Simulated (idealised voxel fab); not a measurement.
Process module heading - voxel ribs on slabs
Section cut is 140 nm wide and gridded with 5 nm square cells.
A cross-section is written here as square cells arranged in a grid, and it is given in bands from the top down, each band taking up one or more rows of cells. Look at the band entry: it leads with the top's height and the bottom's height in nm. Then it lists the materials left to right, with a width in nm for each. The word "full width" on a single material says that material fills the band edge to edge. The word "empty" is empty space. Counting heights begins at 0, where everything beneath is, in the wafer as received, one material. The lowest band has no bottom; it goes on downwards, as "0 nm and below" shows. Top row gets the first number, bottom row gets the second, and each row in between changes by the same step: that is how a band width like "30..40" works. "same as before" (step): cross-section cells unchanged, all of them. You'll see "Closed void listing" listing empty spaces that have no way open to the top, as long as they're 8 cells or more; the notation is width x height at distance, where the distance is from the left edge, and all of it is in nm. after a step's settings: what the simulator itself notes on the step. You can add "overlay nm" to a step's line. For a step with a mask, it describes how far the mask lay to the right of its planned position, and a negative number describes a lay to the left.

Process steps foreseen in the plan
1) RECEIVE: material Si
2) DIRECTIONAL_DEP: material SiO2, thk nm 30
3) DIRECTIONAL_DEP: material polySi, thk nm 15
4) DIRECTIONAL_DEP: material aC, thk nm 10
5) PATTERN: tone cover, mask id RIB, material resist, width nm 20, thk nm 30, overlay nm 0
6) DIRECTIONAL_ETCH: etch materials aC, depth nm 10
7) STRIP: etch materials resist
8) DIRECTIONAL_ETCH: etch materials polySi, depth nm 5
9) STRIP: etch materials aC
10) MASKED_ETCH: tone cover, mask id SLAB, width nm 60, etch materials polySi, depth nm 10, overlay nm 0
11) FILL_DEP: material SiO2, thk nm 25
12) CMP: height nm 65
13) DIRECTIONAL_DEP: material TiN, thk nm 5
14) DIRECTIONAL_DEP: material aC, thk nm 15
15) PATTERN: tone cover, mask id HEATER, material resist, width nm 30, thk nm 30, overlay nm 0
16) DIRECTIONAL_ETCH: etch materials aC, depth nm 15
17) STRIP: etch materials resist
18) DIRECTIONAL_ETCH: etch materials TiN, depth nm 5
19) STRIP: etch materials aC
20) CONFORMAL_DEP: material SiO2, thk nm 5

Account of the first of two wafers, which was processed as intended

The cross-section here shows the wafer as received, i.e. in its state after step 1
	0 nm and below: Si full width
	Closed void listing: none

Cross-sectional representation of the wafer at the conclusion of step 2
	30 nm to 0 nm: SiO2 full width
	Below 0, the layers are the same as they were.

Cross-sectional representation of the wafer at the conclusion of step 3
	45 nm to 30 nm: polySi full width
	Below 30, the layers are the same as they were.

Cross-sectional representation of the wafer at the conclusion of step 4
	55 nm to 45 nm: aC full width
	Below 45, the layers are the same as they were.

Cross-sectional representation of the wafer at the conclusion of step 5
	85 nm to 55 nm: 60 nm empty; 20 nm resist; 60 nm empty
	Below 55, the layers are the same as they were.

Cross-sectional representation of the wafer at the conclusion of step 6
	75 nm to 55 nm: 60 nm empty; 20 nm resist; 60 nm empty
	55 nm to 45 nm: 60 nm empty; 20 nm aC; 60 nm empty
	Below 45, the layers are the same as they were.

Cross-sectional representation of the wafer at the conclusion of step 7
	55 nm to 45 nm: 60 nm empty; 20 nm aC; 60 nm empty
	Below 45, the layers are the same as they were.

Cross-sectional representation of the wafer at the conclusion of step 8
	55 nm to 45 nm: 60 nm empty; 20 nm aC; 60 nm empty
	45 nm to 40 nm: 60 nm empty; 20 nm polySi; 60 nm empty
	Below 40, the layers are the same as they were.

Cross-sectional representation of the wafer at the conclusion of step 9
	45 nm to 40 nm: 60 nm empty; 20 nm polySi; 60 nm empty
	Below 40, the layers are the same as they were.

Cross-sectional representation of the wafer at the conclusion of step 10
	45 nm to 40 nm: 60 nm empty; 20 nm polySi; 60 nm empty
	40 nm to 30 nm: 40 nm empty; 60 nm polySi; 40 nm empty
	Below 30, the layers are the same as they were.

Cross-sectional representation of the wafer at the conclusion of step 11
	70 nm to 45 nm: SiO2 full width
	45 nm to 40 nm: 60 nm SiO2; 20 nm polySi; 60 nm SiO2
	40 nm to 30 nm: 40 nm SiO2; 60 nm polySi; 40 nm SiO2
	Below 30, the layers are the same as they were.

Cross-sectional representation of the wafer at the conclusion of step 12
	65 nm to 45 nm: SiO2 full width
	Below 45, the layers are the same as they were.

Cross-sectional representation of the wafer at the conclusion of step 13
	70 nm to 65 nm: TiN full width
	Below 65, the layers are the same as they were.

Cross-sectional representation of the wafer at the conclusion of step 14
	85 nm to 70 nm: aC full width
	Below 70, the layers are the same as they were.

Cross-sectional representation of the wafer at the conclusion of step 15
	115 nm to 85 nm: 55 nm empty; 30 nm resist; 55 nm empty
	Below 85, the layers are the same as they were.

Cross-sectional representation of the wafer at the conclusion of step 16
	100 nm to 85 nm: 55 nm empty; 30 nm resist; 55 nm empty
	85 nm to 70 nm: 55 nm empty; 30 nm aC; 55 nm empty
	Below 70, the layers are the same as they were.

Cross-sectional representation of the wafer at the conclusion of step 17
	85 nm to 70 nm: 55 nm empty; 30 nm aC; 55 nm empty
	Below 70, the layers are the same as they were.

Cross-sectional representation of the wafer at the conclusion of step 18
	85 nm to 70 nm: 55 nm empty; 30 nm aC; 55 nm empty
	70 nm to 65 nm: 55 nm empty; 30 nm TiN; 55 nm empty
	Below 65, the layers are the same as they were.

Cross-sectional representation of the wafer at the conclusion of step 19
	70 nm to 65 nm: 55 nm empty; 30 nm TiN; 55 nm empty
	Below 65, the layers are the same as they were.

Cross-sectional representation of the wafer at the conclusion of step 20
	75 nm to 70 nm: 50 nm empty; 40 nm SiO2; 50 nm empty
	70 nm to 65 nm: 55 nm SiO2; 30 nm TiN; 55 nm SiO2
	Below 65, the layers are the same as they were.

Second wafer - shared start and plan with the first - one error in running - same as the first up to step 14 inclusive

Second wafer shown in cross-section at the time step 15 was slated to end
	115 nm to 85 nm: 45 nm empty; 30 nm resist; 65 nm empty
	Below 85, the layers are the same as they were.

Second wafer shown in cross-section at the time step 16 was slated to end
	100 nm to 85 nm: 45 nm empty; 30 nm resist; 65 nm empty
	85 nm to 70 nm: 45 nm empty; 30 nm aC; 65 nm empty
	Below 70, the layers are the same as they were.

Second wafer shown in cross-section at the time step 17 was slated to end
	85 nm to 70 nm: 45 nm empty; 30 nm aC; 65 nm empty
	Below 70, the layers are the same as they were.

Second wafer shown in cross-section at the time step 18 was slated to end
	85 nm to 70 nm: 45 nm empty; 30 nm aC; 65 nm empty
	70 nm to 65 nm: 45 nm empty; 30 nm TiN; 65 nm empty
	Below 65, the layers are the same as they were.

Second wafer shown in cross-section at the time step 19 was slated to end
	70 nm to 65 nm: 45 nm empty; 30 nm TiN; 65 nm empty
	Below 65, the layers are the same as they were.

Second wafer shown in cross-section at the time step 20 was slated to end
	75 nm to 70 nm: 40 nm empty; 40 nm SiO2; 60 nm empty
	70 nm to 65 nm: 45 nm SiO2; 30 nm TiN; 65 nm SiO2
	Below 65, the layers are the same as they were.
Diagnosis: contrary to plan, step 15 was performed as PATTERN: tone cover, mask id HEATER, material resist, width nm 30, thk nm 30, overlay nm -10
Tallied in cells, the final second wafer holds each material in the same quantity as the first, although not at the same places.
